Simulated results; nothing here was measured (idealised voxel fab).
Process module name: voxel spacer lines
Shown is cross-section cut, with a width of 180 nm and square cells of size 5 nm.
Cross-section, as written here: a square-cell grid given band by band from the top down, where a band holds one or more rows of cells.
The band entry comprises the height of the band's top followed by the height of its bottom, expressed in nm, and subsequently the band's materials from left to right, each stated together with its width in nm. Where a single material is marked with the word "throughout", that material fills the band from edge to edge. The word "blank" represents empty space.
The level at which height equals 0 is the one under which the wafer, as it arrives, is entirely one material. No lower edge exists for the bottom band, which continues downward and is notated as in "from 0 down".
The width entry "30 to 40" should be interpreted row by row: the top row of cells in the band takes the first number, the bottom row takes the second number, and the change between adjacent rows is uniform throughout.
The cross-section has no changed cell in any step marked "left unchanged".
Any empty space of 8 cells or more lacking an open way to the top shows up in "Enclosed internal cavities" as width x height at distance, distance from the left edge, in nm.
What comes after the settings on a step's line is commentary from the simulator itself on that step.
"overlay nm" on a masked step: distance the mask lay right of its planned place, negative for left.
# The planned process steps are enumerated hereunder
| 1 | RECEIVE,material Si |
| 2 | CONFORMAL_DEP,material Al2O3,thk nm 10 |
| 3 | DIRECTIONAL_DEP,material TiN,thk nm 10 |
| 4 | DIRECTIONAL_DEP,material aC,thk nm 30 |
| 5 | PATTERN,tone cover,mask id MANDREL,material resist,width nm 15,pitch nm 70,thk nm 35,overlay nm 0 |
| 6 | DIRECTIONAL_ETCH,etch materials aC,depth nm 30 |
| 7 | STRIP,etch materials resist |
| 8 | CONFORMAL_DEP,material SiN,thk nm 10 |
| 9 | DIRECTIONAL_ETCH,etch materials SiN,depth nm 10 |
| 10 | STRIP,etch materials aC |
| 11 | DIRECTIONAL_ETCH,etch materials TiN,depth nm 10 |
| 12 | STRIP,etch materials SiN |
| 13 | FILL_DEP,material lowk,thk nm 10 |
| 14 | CMP,height nm 20 |
For clarity, it should be stated that the wafers under discussion commence in an identical condition and differ with respect to the width nm of step 5, the plan indicating the value that the first wafer had.
# The first of several wafers, as received after step 1, seen in section
- from 0 down: Si throughout
- Enclosed internal cavities: none
# Where each wafer stands at the end of the module, a row apiece: cells of each material gained (+) or lost (-) since it was received, then closed voids
width nm 15; +72 Al2O3; +16 TiN; +56 lowk; Enclosed internal cavities: none
width nm 20; +72 Al2O3; +16 TiN; +56 lowk; Enclosed internal cavities: none
width nm 25; +72 Al2O3; +16 TiN; +56 lowk; Enclosed internal cavities: none
width nm 30; +72 Al2O3; +16 TiN; +56 lowk; Enclosed internal cavities: none
width nm 35; +72 Al2O3; +16 TiN; +56 lowk; Enclosed internal cavities: none
width nm 40; +72 Al2O3; +16 TiN; +56 lowk; Enclosed internal cavities: none
